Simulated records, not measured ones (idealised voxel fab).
Documented hereafter: the process module known as voxel gate over fins.
For reference, the cross-section in this document is cut, with width 240 nm and square cells of 5 nm.
Cross-sections here: square-cell grids, written as top-down lists of bands, a band being one or more rows of cells.
The band entry comprises the height of the band's top followed by the height of its bottom, expressed in nm, and subsequently the band's materials from left to right, each stated together with its width in nm. Where a single material is marked with the word "throughout", that material fills the band from edge to edge. The word "blank" represents empty space.
Note: height 0 marks the level under which the wafer is uniformly one material as received. Lowest band unbounded below, written "0 -> down".
When a width is written as two numbers, as in "30->40", the first number is the width in the top row of cells of the band and the second is the width in its bottom row, and the width changes by the same amount from each row to the next.
Where a step carries "identical to before", the cross-section came out of it unchanged, cell for cell.
"Closed cavity list": sealed empty spaces, 8 cells or more, no open way to top, listed width x height at distance, with distance from the left edge and width, height and distance in nm.
Text after the settings on a step's line: the simulator's own remark on that step.
Each step line may optionally specify "overlay nm", which for a step with a mask gives the rightward distance between the mask's planned place and where it lay, a negative value indicating the leftward direction.
Guide to the pairs. Each holds a before and an after cross-section around one process step; the after cross-section is cut off at the lowest band that changed. Look under the pair for the step between them and its settings. Pairs can come from different runs of this module on the same starting wafer, so a pair follows on from the one above it only where its entry headed "State on entry" says it does.

**State on entry**
> 0 -> down = Si throughout
> Closed cavity list: none

**Section, Post-Step**
> 5 -> 0 = SiN throughout
> At heights below 0, the structure remains unaltered.
> Closed cavity list: none
Step between the cross-sections above: CONFORMAL_DEP [material SiN] [thk nm 5]

State on entry: it's just the after picture from the pair right above this one.

**Section, Post-Step**
> 20 -> 5 = blank: 50; resist: 15; blank: 25; resist: 15; blank: 25; resist: 15; blank: 25; resist: 15; blank: 55
> At heights below 5, the structure remains unaltered.
> Closed cavity list: none
Step between the cross-sections above: PATTERN [tone cover] [mask id FINS] [material resist] [width nm 15] [pitch nm 40] [thk nm 15] [overlay nm 0]

State on entry: it's just the after picture from the pair right above this one.

**Section, Post-Step**
> 20 -> 5 = blank: 50; resist: 15; blank: 25; resist: 15; blank: 25; resist: 15; blank: 25; resist: 15; blank: 55
> 5 -> 0 = blank: 50; SiN: 15; blank: 25; SiN: 15; blank: 25; SiN: 15; blank: 25; SiN: 15; blank: 55
> At heights below 0, the structure remains unaltered.
> Closed cavity list: none
Step between the cross-sections above: DIRECTIONAL_ETCH [etch materials SiN] [depth nm 5]

State on entry: it's just the after picture from the pair right above this one.

**Section, Post-Step**
> 20 -> 5 = blank: 50; resist: 15; blank: 25; resist: 15; blank: 25; resist: 15; blank: 25; resist: 15; blank: 55
> 5 -> 0 = blank: 50; SiN: 15; blank: 25; SiN: 15; blank: 25; SiN: 15; blank: 25; SiN: 15; blank: 55
> 0 -> -30 = blank: 50; Si: 15; blank: 25; Si: 15; blank: 25; Si: 15; blank: 25; Si: 15; blank: 55
> At heights below -30, the structure remains unaltered.
> Closed cavity list: none
Step between the cross-sections above: DIRECTIONAL_ETCH [etch materials Si] [depth nm 30]

State on entry: it's just the after picture from the pair right above this one.

**Section, Post-Step**
> 5 -> 0 = blank: 50; SiN: 15; blank: 25; SiN: 15; blank: 25; SiN: 15; blank: 25; SiN: 15; blank: 55
> At heights below 0, the structure remains unaltered.
> Closed cavity list: none
Step between the cross-sections above: STRIP [etch materials resist]

State on entry: it's just the after picture from the pair right above this one.

**Section, Post-Step**
> 5 -> 0 = blank: 50; SiN: 15; blank: 25; SiN: 15; blank: 25; SiN: 15; blank: 25; SiN: 15; blank: 55
> 0 -> -30 = blank: 50; SiO2: 5; Si: 5; SiO2: 5; blank: 25; SiO2: 5; Si: 5; SiO2: 5; blank: 25; SiO2: 5; Si: 5; SiO2: 5; blank: 25; SiO2: 5; Si: 5; SiO2: 5; blank: 55
> -30 -> -35 = SiO2: 55; Si: 5; SiO2: 35; Si: 5; SiO2: 35; Si: 5; SiO2: 35; Si: 5; SiO2: 60
> At heights below -35, the structure remains unaltered.
> Closed cavity list: none
Step between the cross-sections above: OXIDIZE [depth nm 5]

State on entry: it's just the after picture from the pair right above this one.

**Section, Post-Step**
> 20 -> 5 = SiO2 throughout
> 5 -> 0 = SiO2: 50; SiN: 15; SiO2: 25; SiN: 15; SiO2: 25; SiN: 15; SiO2: 25; SiN: 15; SiO2: 55
> 0 -> -35 = SiO2: 55; Si: 5; SiO2: 35; Si: 5; SiO2: 35; Si: 5; SiO2: 35; Si: 5; SiO2: 60
> At heights below -35, the structure remains unaltered.
> Closed cavity list: none
Step between the cross-sections above: FILL_DEP [material SiO2] [thk nm 15]

State on entry: it's just the after picture from the pair right above this one.

**Section, Post-Step**
> 5 -> 0 = SiO2: 50; SiN: 15; SiO2: 25; SiN: 15; SiO2: 25; SiN: 15; SiO2: 25; SiN: 15; SiO2: 55
> At heights below 0, the structure remains unaltered.
> Closed cavity list: none
Step between the cross-sections above: CMP [height nm 5]

State on entry: it's just the after picture from the pair right above this one.

**Section, Post-Step**
> 5 -> 0 = blank: 50; SiN: 15; blank: 25; SiN: 15; blank: 25; SiN: 15; blank: 25; SiN: 15; blank: 55
> 0 -> -10 = blank: 55; Si: 5; blank: 35; Si: 5; blank: 35; Si: 5; blank: 35; Si: 5; blank: 60
> At heights below -10, the structure remains unaltered.
> Closed cavity list: none
Step between the cross-sections above: SELECTIVE_ETCH [etch materials SiO2] [depth nm 15]

State on entry: it's just the after picture from the pair right above this one.

**Section, Post-Step**
> 0 -> -10 = blank: 55; Si: 5; blank: 35; Si: 5; blank: 35; Si: 5; blank: 35; Si: 5; blank: 60
> At heights below -10, the structure remains unaltered.
> Closed cavity list: none
Step between the cross-sections above: STRIP [etch materials SiN]

State on entry: it's just the after picture from the pair right above this one.

**Section, Post-Step**
> 5 -> 0 = blank: 50; HfO2: 15; blank: 25; HfO2: 15; blank: 25; HfO2: 15; blank: 25; HfO2: 15; blank: 55
> 0 -> -5 = blank: 50; HfO2: 5; Si: 5; HfO2: 5; blank: 25; HfO2: 5; Si: 5; HfO2: 5; blank: 25; HfO2: 5; Si: 5; HfO2: 5; blank: 25; HfO2: 5; Si: 5; HfO2: 5; blank: 55
> -5 -> -10 = HfO2: 55; Si: 5; HfO2: 35; Si: 5; HfO2: 35; Si: 5; HfO2: 35; Si: 5; HfO2: 60
> At heights below -10, the structure remains unaltered.
> Closed cavity list: none
Step between the cross-sections above: CONFORMAL_DEP [material HfO2] [thk nm 5]

State on entry: it's just the after picture from the pair right above this one.

**Section, Post-Step**
> 10 -> 5 = blank: 45; TiN: 25; blank: 15; TiN: 25; blank: 15; TiN: 25; blank: 15; TiN: 25; blank: 50
> 5 -> 0 = blank: 45; TiN: 5; HfO2: 15; TiN: 5; blank: 15; TiN: 5; HfO2: 15; TiN: 5; blank: 15; TiN: 5; HfO2: 15; TiN: 5; blank: 15; TiN: 5; HfO2: 15; TiN: 5; blank: 50
> 0 -> -5 = TiN: 50; HfO2: 5; Si: 5; HfO2: 5; TiN: 25; HfO2: 5; Si: 5; HfO2: 5; TiN: 25; HfO2: 5; Si: 5; HfO2: 5; TiN: 25; HfO2: 5; Si: 5; HfO2: 5; TiN: 55
> At heights below -5, the structure remains unaltered.
> Closed cavity list: none
Step between the cross-sections above: CONFORMAL_DEP [material TiN] [thk nm 5]

State on entry: it's just the after picture from the pair right above this one.

**Section, Post-Step**
> 20 -> 10 = W throughout
> 10 -> 5 = W: 45; TiN: 25; W: 15; TiN: 25; W: 15; TiN: 25; W: 15; TiN: 25; W: 50
> 5 -> 0 = W: 45; TiN: 5; HfO2: 15; TiN: 5; W: 15; TiN: 5; HfO2: 15; TiN: 5; W: 15; TiN: 5; HfO2: 15; TiN: 5; W: 15; TiN: 5; HfO2: 15; TiN: 5; W: 50
> At heights below 0, the structure remains unaltered.
> Closed cavity list: none
Step between the cross-sections above: FILL_DEP [material W] [thk nm 10]

State on entry: it's just the after picture from the pair right above this one.

**Section, Post-Step**
> 15 -> 10 = W throughout
> At heights below 10, the structure remains unaltered.
> Closed cavity list: none
Step between the cross-sections above: CMP [height nm 15]

State on entry: it's just the after picture from the pair right above this one.

**Section, Post-Step**
> 20 -> 15 = SiN throughout
> At heights below 15, the structure remains unaltered.
> Closed cavity list: none
Step between the cross-sections above: CONFORMAL_DEP [material SiN] [thk nm 5]

**State on entry**
> 0 -> -10 = blank: 55; Si: 5; blank: 35; Si: 5; blank: 35; Si: 5; blank: 35; Si: 5; blank: 60
> -10 -> -35 = SiO2: 55; Si: 5; SiO2: 35; Si: 5; SiO2: 35; Si: 5; SiO2: 35; Si: 5; SiO2: 60
> -35 -> down = Si throughout
> Closed cavity list: none

**Section, Post-Step**
> 5 -> 0 = blank: 50; TiN: 15; blank: 25; TiN: 15; blank: 25; TiN: 15; blank: 25; TiN: 15; blank: 55
> 0 -> -5 = blank: 50; TiN: 5; Si: 5; TiN: 5; blank: 25; TiN: 5; Si: 5; TiN: 5; blank: 25; TiN: 5; Si: 5; TiN: 5; blank: 25; TiN: 5; Si: 5; TiN: 5; blank: 55
> -5 -> -10 = TiN: 55; Si: 5; TiN: 35; Si: 5; TiN: 35; Si: 5; TiN: 35; Si: 5; TiN: 60
> At heights below -10, the structure remains unaltered.
> Closed cavity list: none
Step between the cross-sections above: CONFORMAL_DEP [material TiN] [thk nm 5]

State on entry: it's just the after picture from the pair right above this one.

**Section, Post-Step**
> 15 -> 5 = W throughout
> 5 -> 0 = W: 50; TiN: 15; W: 25; TiN: 15; W: 25; TiN: 15; W: 25; TiN: 15; W: 55
> 0 -> -5 = W: 50; TiN: 5; Si: 5; TiN: 5; W: 25; TiN: 5; Si: 5; TiN: 5; W: 25; TiN: 5; Si: 5; TiN: 5; W: 25; TiN: 5; Si: 5; TiN: 5; W: 55
> At heights below -5, the structure remains unaltered.
> Closed cavity list: none
Step between the cross-sections above: FILL_DEP [material W] [thk nm 10]

State on entry: it's just the after picture from the pair right above this one.

**Section, Post-Step**
> 20 -> 15 = SiN throughout
> At heights below 15, the structure remains unaltered.
> Closed cavity list: none
Step between the cross-sections above: CONFORMAL_DEP [material SiN] [thk nm 5]

**State on entry**
> 5 -> 0 = blank: 50; SiN: 15; blank: 25; SiN: 15; blank: 25; SiN: 15; blank: 25; SiN: 15; blank: 55
> 0 -> -10 = blank: 55; Si: 5; blank: 35; Si: 5; blank: 35; Si: 5; blank: 35; Si: 5; blank: 60
> -10 -> -35 = SiO2: 55; Si: 5; SiO2: 35; Si: 5; SiO2: 35; Si: 5; SiO2: 35; Si: 5; SiO2: 60
> -35 -> down = Si throughout
> Closed cavity list: none

**Section, Post-Step**
> 5 -> 0 = blank: 50; SiN: 15; blank: 25; SiN: 15; blank: 25; SiN: 15; blank: 25; SiN: 15; blank: 55
> 0 -> -25 = blank: 55; Si: 5; blank: 35; Si: 5; blank: 35; Si: 5; blank: 35; Si: 5; blank: 60
> At heights below -25, the structure remains unaltered.
> Closed cavity list: none
Step between the cross-sections above: SELECTIVE_ETCH [etch materials SiO2] [depth nm 15]

State on entry: it's just the after picture from the pair right above this one.

**Section, Post-Step**
> 0 -> -25 = blank: 55; Si: 5; blank: 35; Si: 5; blank: 35; Si: 5; blank: 35; Si: 5; blank: 60
> At heights below -25, the structure remains unaltered.
> Closed cavity list: none
Step between the cross-sections above: STRIP [etch materials SiN]

State on entry: it's just the after picture from the pair right above this one.

**Section, Post-Step**
> 5 -> 0 = blank: 50; HfO2: 15; blank: 25; HfO2: 15; blank: 25; HfO2: 15; blank: 25; HfO2: 15; blank: 55
> 0 -> -20 = blank: 50; HfO2: 5; Si: 5; HfO2: 5; blank: 25; HfO2: 5; Si: 5; HfO2: 5; blank: 25; HfO2: 5; Si: 5; HfO2: 5; blank: 25; HfO2: 5; Si: 5; HfO2: 5; blank: 55
> -20 -> -25 = HfO2: 55; Si: 5; HfO2: 35; Si: 5; HfO2: 35; Si: 5; HfO2: 35; Si: 5; HfO2: 60
> At heights below -25, the structure remains unaltered.
> Closed cavity list: none
Step between the cross-sections above: CONFORMAL_DEP [material HfO2] [thk nm 5]

State on entry: it's just the after picture from the pair right above this one.

**Section, Post-Step**
> 10 -> 5 = blank: 45; TiN: 25; blank: 15; TiN: 25; blank: 15; TiN: 25; blank: 15; TiN: 25; blank: 50
> 5 -> 0 = blank: 45; TiN: 5; HfO2: 15; TiN: 5; blank: 15; TiN: 5; HfO2: 15; TiN: 5; blank: 15; TiN: 5; HfO2: 15; TiN: 5; blank: 15; TiN: 5; HfO2: 15; TiN: 5; blank: 50
> 0 -> -15 = blank: 45; TiN: 5; HfO2: 5; Si: 5; HfO2: 5; TiN: 5; blank: 15; TiN: 5; HfO2: 5; Si: 5; HfO2: 5; TiN: 5; blank: 15; TiN: 5; HfO2: 5; Si: 5; HfO2: 5; TiN: 5; blank: 15; TiN: 5; HfO2: 5; Si: 5; HfO2: 5; TiN: 5; blank: 50
> -15 -> -20 = TiN: 50; HfO2: 5; Si: 5; HfO2: 5; TiN: 25; HfO2: 5; Si: 5; HfO2: 5; TiN: 25; HfO2: 5; Si: 5; HfO2: 5; TiN: 25; HfO2: 5; Si: 5; HfO2: 5; TiN: 55
> At heights below -20, the structure remains unaltered.
> Closed cavity list: none
Step between the cross-sections above: CONFORMAL_DEP [material TiN] [thk nm 5]

State on entry: it's just the after picture from the pair right above this one.

**Section, Post-Step**
> 20 -> 10 = W throughout
> 10 -> 5 = W: 45; TiN: 25; W: 15; TiN: 25; W: 15; TiN: 25; W: 15; TiN: 25; W: 50
> 5 -> 0 = W: 45; TiN: 5; HfO2: 15; TiN: 5; W: 15; TiN: 5; HfO2: 15; TiN: 5; W: 15; TiN: 5; HfO2: 15; TiN: 5; W: 15; TiN: 5; HfO2: 15; TiN: 5; W: 50
> 0 -> -15 = W: 45; TiN: 5; HfO2: 5; Si: 5; HfO2: 5; TiN: 5; W: 15; TiN: 5; HfO2: 5; Si: 5; HfO2: 5; TiN: 5; W: 15; TiN: 5; HfO2: 5; Si: 5; HfO2: 5; TiN: 5; W: 15; TiN: 5; HfO2: 5; Si: 5; HfO2: 5; TiN: 5; W: 50
> At heights below -15, the structure remains unaltered.
> Closed cavity list: none
Step between the cross-sections above: FILL_DEP [material W] [thk nm 10]

State on entry: it's just the after picture from the pair right above this one.

**Section, Post-Step**
> 15 -> 10 = W throughout
> At heights below 10, the structure remains unaltered.
> Closed cavity list: none
Step between the cross-sections above: CMP [height nm 15]

State on entry: it's just the after picture from the pair right above this one.

**Section, Post-Step**
> 20 -> 15 = SiN throughout
> At heights below 15, the structure remains unaltered.
> Closed cavity list: none
Step between the cross-sections above: CONFORMAL_DEP [material SiN] [thk nm 5]

**State on entry**
> 5 -> 0 = SiO2: 50; SiN: 15; SiO2: 25; SiN: 15; SiO2: 25; SiN: 15; SiO2: 25; SiN: 15; SiO2: 55
> 0 -> -35 = SiO2: 55; Si: 5; SiO2: 35; Si: 5; SiO2: 35; Si: 5; SiO2: 35; Si: 5; SiO2: 60
> -35 -> down = Si throughout
> Closed cavity list: none

**Section, Post-Step**
> 5 -> 0 = SiO2: 50; blank: 15; SiO2: 25; blank: 15; SiO2: 25; blank: 15; SiO2: 25; blank: 15; SiO2: 55
> At heights below 0, the structure remains unaltered.
> Closed cavity list: none
Step between the cross-sections above: STRIP [etch materials SiN]

State on entry: it's just the after picture from the pair right above this one.

**Section, Post-Step**
> 0 -> -10 = blank: 55; Si: 5; blank: 35; Si: 5; blank: 35; Si: 5; blank: 35; Si: 5; blank: 60
> -10 -> -15 = SiO2: 35; blank: 20; Si: 5; blank: 35; Si: 5; blank: 35; Si: 5; blank: 35; Si: 5; blank: 20; SiO2: 40
> At heights below -15, the structure remains unaltered.
> Closed cavity list: none
Step between the cross-sections above: SELECTIVE_ETCH [etch materials SiO2] [depth nm 15]

State on entry: it's just the after picture from the pair right above this one.

**Section, Post-Step**
> 5 -> 0 = blank: 50; HfO2: 15; blank: 25; HfO2: 15; blank: 25; HfO2: 15; blank: 25; HfO2: 15; blank: 55
> 0 -> -5 = blank: 50; HfO2: 5; Si: 5; HfO2: 5; blank: 25; HfO2: 5; Si: 5; HfO2: 5; blank: 25; HfO2: 5; Si: 5; HfO2: 5; blank: 25; HfO2: 5; Si: 5; HfO2: 5; blank: 55
> -5 -> -10 = HfO2: 40; blank: 10; HfO2: 5; Si: 5; HfO2: 5; blank: 25; HfO2: 5; Si: 5; HfO2: 5; blank: 25; HfO2: 5; Si: 5; HfO2: 5; blank: 25; HfO2: 5; Si: 5; HfO2: 5; blank: 10; HfO2: 45
> -10 -> -15 = SiO2: 35; HfO2: 20; Si: 5; HfO2: 35; Si: 5; HfO2: 35; Si: 5; HfO2: 35; Si: 5; HfO2: 20; SiO2: 40
> At heights below -15, the structure remains unaltered.
> Closed cavity list: none
Step between the cross-sections above: CONFORMAL_DEP [material HfO2] [thk nm 5]

State on entry: it's just the after picture from the pair right above this one.

**Section, Post-Step**
> 10 -> 5 = blank: 45; TiN: 25; blank: 15; TiN: 25; blank: 15; TiN: 25; blank: 15; TiN: 25; blank: 50
> 5 -> 0 = blank: 45; TiN: 5; HfO2: 15; TiN: 5; blank: 15; TiN: 5; HfO2: 15; TiN: 5; blank: 15; TiN: 5; HfO2: 15; TiN: 5; blank: 15; TiN: 5; HfO2: 15; TiN: 5; blank: 50
> 0 -> -5 = TiN: 50; HfO2: 5; Si: 5; HfO2: 5; TiN: 5; blank: 15; TiN: 5; HfO2: 5; Si: 5; HfO2: 5; TiN: 5; blank: 15; TiN: 5; HfO2: 5; Si: 5; HfO2: 5; TiN: 5; blank: 15; TiN: 5; HfO2: 5; Si: 5; HfO2: 5; TiN: 55
> -5 -> -10 = HfO2: 40; TiN: 10; HfO2: 5; Si: 5; HfO2: 5; TiN: 25; HfO2: 5; Si: 5; HfO2: 5; TiN: 25; HfO2: 5; Si: 5; HfO2: 5; TiN: 25; HfO2: 5; Si: 5; HfO2: 5; TiN: 10; HfO2: 45
> At heights below -10, the structure remains unaltered.
> Closed cavity list: none
Step between the cross-sections above: CONFORMAL_DEP [material TiN] [thk nm 5]

State on entry: it's just the after picture from the pair right above this one.

**Section, Post-Step**
> 20 -> 10 = W throughout
> 10 -> 5 = W: 45; TiN: 25; W: 15; TiN: 25; W: 15; TiN: 25; W: 15; TiN: 25; W: 50
> 5 -> 0 = W: 45; TiN: 5; HfO2: 15; TiN: 5; W: 15; TiN: 5; HfO2: 15; TiN: 5; W: 15; TiN: 5; HfO2: 15; TiN: 5; W: 15; TiN: 5; HfO2: 15; TiN: 5; W: 50
> 0 -> -5 = TiN: 50; HfO2: 5; Si: 5; HfO2: 5; TiN: 5; W: 15; TiN: 5; HfO2: 5; Si: 5; HfO2: 5; TiN: 5; W: 15; TiN: 5; HfO2: 5; Si: 5; HfO2: 5; TiN: 5; W: 15; TiN: 5; HfO2: 5; Si: 5; HfO2: 5; TiN: 55
> At heights below -5, the structure remains unaltered.
> Closed cavity list: none
Step between the cross-sections above: FILL_DEP [material W] [thk nm 10]

State on entry: it's just the after picture from the pair right above this one.

**Section, Post-Step**
> 15 -> 10 = W throughout
> At heights below 10, the structure remains unaltered.
> Closed cavity list: none
Step between the cross-sections above: CMP [height nm 15]

State on entry: it's just the after picture from the pair right above this one.

**Section, Post-Step**
> 20 -> 15 = SiN throughout
> At heights below 15, the structure remains unaltered.
> Closed cavity list: none
Step between the cross-sections above: CONFORMAL_DEP [material SiN] [thk nm 5]

**State on entry**
> 20 -> 10 = W throughout
> 10 -> 5 = W: 45; TiN: 25; W: 15; TiN: 25; W: 15; TiN: 25; W: 15; TiN: 25; W: 50
> 5 -> 0 = W: 45; TiN: 5; HfO2: 15; TiN: 5; W: 15; TiN: 5; HfO2: 15; TiN: 5; W: 15; TiN: 5; HfO2: 15; TiN: 5; W: 15; TiN: 5; HfO2: 15; TiN: 5; W: 50
> 0 -> -5 = TiN: 50; HfO2: 5; Si: 5; HfO2: 5; TiN: 25; HfO2: 5; Si: 5; HfO2: 5; TiN: 25; HfO2: 5; Si: 5; HfO2: 5; TiN: 25; HfO2: 5; Si: 5; HfO2: 5; TiN: 55
> -5 -> -10 = HfO2: 55; Si: 5; HfO2: 35; Si: 5; HfO2: 35; Si: 5; HfO2: 35; Si: 5; HfO2: 60
> -10 -> -35 = SiO2: 55; Si: 5; SiO2: 35; Si: 5; SiO2: 35; Si: 5; SiO2: 35; Si: 5; SiO2: 60
> -35 -> down = Si throughout
> Closed cavity list: none

**Section, Post-Step**
> 5 -> 0 = W: 45; TiN: 5; HfO2: 15; TiN: 5; W: 15; TiN: 5; HfO2: 15; TiN: 5; W: 15; TiN: 5; HfO2: 15; TiN: 5; W: 15; TiN: 5; HfO2: 15; TiN: 5; W: 50
> At heights below 0, the structure remains unaltered.
> Closed cavity list: none
Step between the cross-sections above: CMP [height nm 5]

State on entry: it's just the after picture from the pair right above this one.

**Section, Post-Step**
> 10 -> 5 = SiN throughout
> At heights below 5, the structure remains unaltered.
> Closed cavity list: none
Step between the cross-sections above: CONFORMAL_DEP [material SiN] [thk nm 5]

**State on entry**
> 5 -> 0 = SiN throughout
> 0 -> down = Si throughout
> Closed cavity list: none

**Section, Post-Step**
> 20 -> 5 = blank: 50; resist: 20; blank: 20; resist: 20; blank: 20; resist: 20; blank: 20; resist: 20; blank: 50
> At heights below 5, the structure remains unaltered.
> Closed cavity list: none
Step between the cross-sections above: PATTERN [tone cover] [mask id FINS] [material resist] [width nm 20] [pitch nm 40] [thk nm 15] [overlay nm 0]

State on entry: it's just the after picture from the pair right above this one.

**Section, Post-Step**
> 20 -> 5 = blank: 50; resist: 20; blank: 20; resist: 20; blank: 20; resist: 20; blank: 20; resist: 20; blank: 50
> 5 -> 0 = blank: 50; SiN: 20; blank: 20; SiN: 20; blank: 20; SiN: 20; blank: 20; SiN: 20; blank: 50
> At heights below 0, the structure remains unaltered.
> Closed cavity list: none
Step between the cross-sections above: DIRECTIONAL_ETCH [etch materials SiN] [depth nm 5]

State on entry: it's just the after picture from the pair right above this one.

**Section, Post-Step**
> 20 -> 5 = blank: 50; resist: 20; blank: 20; resist: 20; blank: 20; resist: 20; blank: 20; resist: 20; blank: 50
> 5 -> 0 = blank: 50; SiN: 20; blank: 20; SiN: 20; blank: 20; SiN: 20; blank: 20; SiN: 20; blank: 50
> 0 -> -30 = blank: 50; Si: 20; blank: 20; Si: 20; blank: 20; Si: 20; blank: 20; Si: 20; blank: 50
> At heights below -30, the structure remains unaltered.
> Closed cavity list: none
Step between the cross-sections above: DIRECTIONAL_ETCH [etch materials Si] [depth nm 30]

State on entry: it's just the after picture from the pair right above this one.

**Section, Post-Step**
> 5 -> 0 = blank: 50; SiN: 20; blank: 20; SiN: 20; blank: 20; SiN: 20; blank: 20; SiN: 20; blank: 50
> At heights below 0, the structure remains unaltered.
> Closed cavity list: none
Step between the cross-sections above: STRIP [etch materials resist]

State on entry: it's just the after picture from the pair right above this one.

**Section, Post-Step**
> 5 -> 0 = blank: 50; SiN: 20; blank: 20; SiN: 20; blank: 20; SiN: 20; blank: 20; SiN: 20; blank: 50
> 0 -> -30 = blank: 50; SiO2: 5; Si: 10; SiO2: 5; blank: 20; SiO2: 5; Si: 10; SiO2: 5; blank: 20; SiO2: 5; Si: 10; SiO2: 5; blank: 20; SiO2: 5; Si: 10; SiO2: 5; blank: 50
> -30 -> -35 = SiO2: 55; Si: 10; SiO2: 30; Si: 10; SiO2: 30; Si: 10; SiO2: 30; Si: 10; SiO2: 55
> At heights below -35, the structure remains unaltered.
> Closed cavity list: none
Step between the cross-sections above: OXIDIZE [depth nm 5]

State on entry: it's just the after picture from the pair right above this one.

**Section, Post-Step**
> 20 -> 5 = SiO2 throughout
> 5 -> 0 = SiO2: 50; SiN: 20; SiO2: 20; SiN: 20; SiO2: 20; SiN: 20; SiO2: 20; SiN: 20; SiO2: 50
> 0 -> -35 = SiO2: 55; Si: 10; SiO2: 30; Si: 10; SiO2: 30; Si: 10; SiO2: 30; Si: 10; SiO2: 55
> At heights below -35, the structure remains unaltered.
> Closed cavity list: none
Step between the cross-sections above: FILL_DEP [material SiO2] [thk nm 15]

State on entry: it's just the after picture from the pair right above this one.

**Section, Post-Step**
> 5 -> 0 = SiO2: 50; SiN: 20; SiO2: 20; SiN: 20; SiO2: 20; SiN: 20; SiO2: 20; SiN: 20; SiO2: 50
> At heights below 0, the structure remains unaltered.
> Closed cavity list: none
Step between the cross-sections above: CMP [height nm 5]

State on entry: it's just the after picture from the pair right above this one.

**Section, Post-Step**
> 5 -> 0 = blank: 50; SiN: 20; blank: 20; SiN: 20; blank: 20; SiN: 20; blank: 20; SiN: 20; blank: 50
> 0 -> -10 = blank: 55; Si: 10; blank: 30; Si: 10; blank: 30; Si: 10; blank: 30; Si: 10; blank: 55
> At heights below -10, the structure remains unaltered.
> Closed cavity list: none
Step between the cross-sections above: SELECTIVE_ETCH [etch materials SiO2] [depth nm 15]

State on entry: it's just the after picture from the pair right above this one.

**Section, Post-Step**
> 0 -> -10 = blank: 55; Si: 10; blank: 30; Si: 10; blank: 30; Si: 10; blank: 30; Si: 10; blank: 55
> At heights below -10, the structure remains unaltered.
> Closed cavity list: none
Step between the cross-sections above: STRIP [etch materials SiN]

State on entry: it's just the after picture from the pair right above this one.

**Section, Post-Step**
> 5 -> 0 = blank: 50; HfO2: 20; blank: 20; HfO2: 20; blank: 20; HfO2: 20; blank: 20; HfO2: 20; blank: 50
> 0 -> -5 = blank: 50; HfO2: 5; Si: 10; HfO2: 5; blank: 20; HfO2: 5; Si: 10; HfO2: 5; blank: 20; HfO2: 5; Si: 10; HfO2: 5; blank: 20; HfO2: 5; Si: 10; HfO2: 5; blank: 50
> -5 -> -10 = HfO2: 55; Si: 10; HfO2: 30; Si: 10; HfO2: 30; Si: 10; HfO2: 30; Si: 10; HfO2: 55
> At heights below -10, the structure remains unaltered.
> Closed cavity list: none
Step between the cross-sections above: CONFORMAL_DEP [material HfO2] [thk nm 5]

State on entry: it's just the after picture from the pair right above this one.

**Section, Post-Step**
> 10 -> 5 = blank: 45; TiN: 30; blank: 10; TiN: 30; blank: 10; TiN: 30; blank: 10; TiN: 30; blank: 45
> 5 -> 0 = blank: 45; TiN: 5; HfO2: 20; TiN: 5; blank: 10; TiN: 5; HfO2: 20; TiN: 5; blank: 10; TiN: 5; HfO2: 20; TiN: 5; blank: 10; TiN: 5; HfO2: 20; TiN: 5; blank: 45
> 0 -> -5 = TiN: 50; HfO2: 5; Si: 10; HfO2: 5; TiN: 20; HfO2: 5; Si: 10; HfO2: 5; TiN: 20; HfO2: 5; Si: 10; HfO2: 5; TiN: 20; HfO2: 5; Si: 10; HfO2: 5; TiN: 50
> At heights below -5, the structure remains unaltered.
> Closed cavity list: none
Step between the cross-sections above: CONFORMAL_DEP [material TiN] [thk nm 5]

State on entry: it's just the after picture from the pair right above this one.

**Section, Post-Step**
> 20 -> 10 = W throughout
> 10 -> 5 = W: 45; TiN: 30; W: 10; TiN: 30; W: 10; TiN: 30; W: 10; TiN: 30; W: 45
> 5 -> 0 = W: 45; TiN: 5; HfO2: 20; TiN: 5; W: 10; TiN: 5; HfO2: 20; TiN: 5; W: 10; TiN: 5; HfO2: 20; TiN: 5; W: 10; TiN: 5; HfO2: 20; TiN: 5; W: 45
> At heights below 0, the structure remains unaltered.
> Closed cavity list: none
Step between the cross-sections above: FILL_DEP [material W] [thk nm 10]

State on entry: it's just the after picture from the pair right above this one.

**Section, Post-Step**
> 15 -> 10 = W throughout
> At heights below 10, the structure remains unaltered.
> Closed cavity list: none
Step between the cross-sections above: CMP [height nm 15]

State on entry: it's just the after picture from the pair right above this one.

**Section, Post-Step**
> 20 -> 15 = SiN throughout
> At heights below 15, the structure remains unaltered.
> Closed cavity list: none
Step between the cross-sections above: CONFORMAL_DEP [material SiN] [thk nm 5]

**State on entry**
> 5 -> 0 = SiN throughout
> 0 -> down = Si throughout
> Closed cavity list: none

**Section, Post-Step**
> 20 -> 5 = blank: 45; resist: 15; blank: 25; resist: 15; blank: 25; resist: 15; blank: 25; resist: 15; blank: 60
> At heights below 5, the structure remains unaltered.
> Closed cavity list: none
Step between the cross-sections above: PATTERN [tone cover] [mask id FINS] [material resist] [width nm 15] [pitch nm 40] [thk nm 15] [overlay nm -5]

State on entry: it's just the after picture from the pair right above this one.

**Section, Post-Step**
> 20 -> 5 = blank: 45; resist: 15; blank: 25; resist: 15; blank: 25; resist: 15; blank: 25; resist: 15; blank: 60
> 5 -> 0 = blank: 45; SiN: 15; blank: 25; SiN: 15; blank: 25; SiN: 15; blank: 25; SiN: 15; blank: 60
> At heights below 0, the structure remains unaltered.
> Closed cavity list: none
Step between the cross-sections above: DIRECTIONAL_ETCH [etch materials SiN] [depth nm 5]

State on entry: it's just the after picture from the pair right above this one.

**Section, Post-Step**
> 20 -> 5 = blank: 45; resist: 15; blank: 25; resist: 15; blank: 25; resist: 15; blank: 25; resist: 15; blank: 60
> 5 -> 0 = blank: 45; SiN: 15; blank: 25; SiN: 15; blank: 25; SiN: 15; blank: 25; SiN: 15; blank: 60
> 0 -> -30 = blank: 45; Si: 15; blank: 25; Si: 15; blank: 25; Si: 15; blank: 25; Si: 15; blank: 60
> At heights below -30, the structure remains unaltered.
> Closed cavity list: none
Step between the cross-sections above: DIRECTIONAL_ETCH [etch materials Si] [depth nm 30]

State on entry: it's just the after picture from the pair right above this one.

**Section, Post-Step**
> 5 -> 0 = blank: 45; SiN: 15; blank: 25; SiN: 15; blank: 25; SiN: 15; blank: 25; SiN: 15; blank: 60
> At heights below 0, the structure remains unaltered.
> Closed cavity list: none
Step between the cross-sections above: STRIP [etch materials resist]

State on entry: it's just the after picture from the pair right above this one.

**Section, Post-Step**
> 5 -> 0 = blank: 45; SiN: 15; blank: 25; SiN: 15; blank: 25; SiN: 15; blank: 25; SiN: 15; blank: 60
> 0 -> -30 = blank: 45; SiO2: 5; Si: 5; SiO2: 5; blank: 25; SiO2: 5; Si: 5; SiO2: 5; blank: 25; SiO2: 5; Si: 5; SiO2: 5; blank: 25; SiO2: 5; Si: 5; SiO2: 5; blank: 60
> -30 -> -35 = SiO2: 50; Si: 5; SiO2: 35; Si: 5; SiO2: 35; Si: 5; SiO2: 35; Si: 5; SiO2: 65
> At heights below -35, the structure remains unaltered.
> Closed cavity list: none
Step between the cross-sections above: OXIDIZE [depth nm 5]
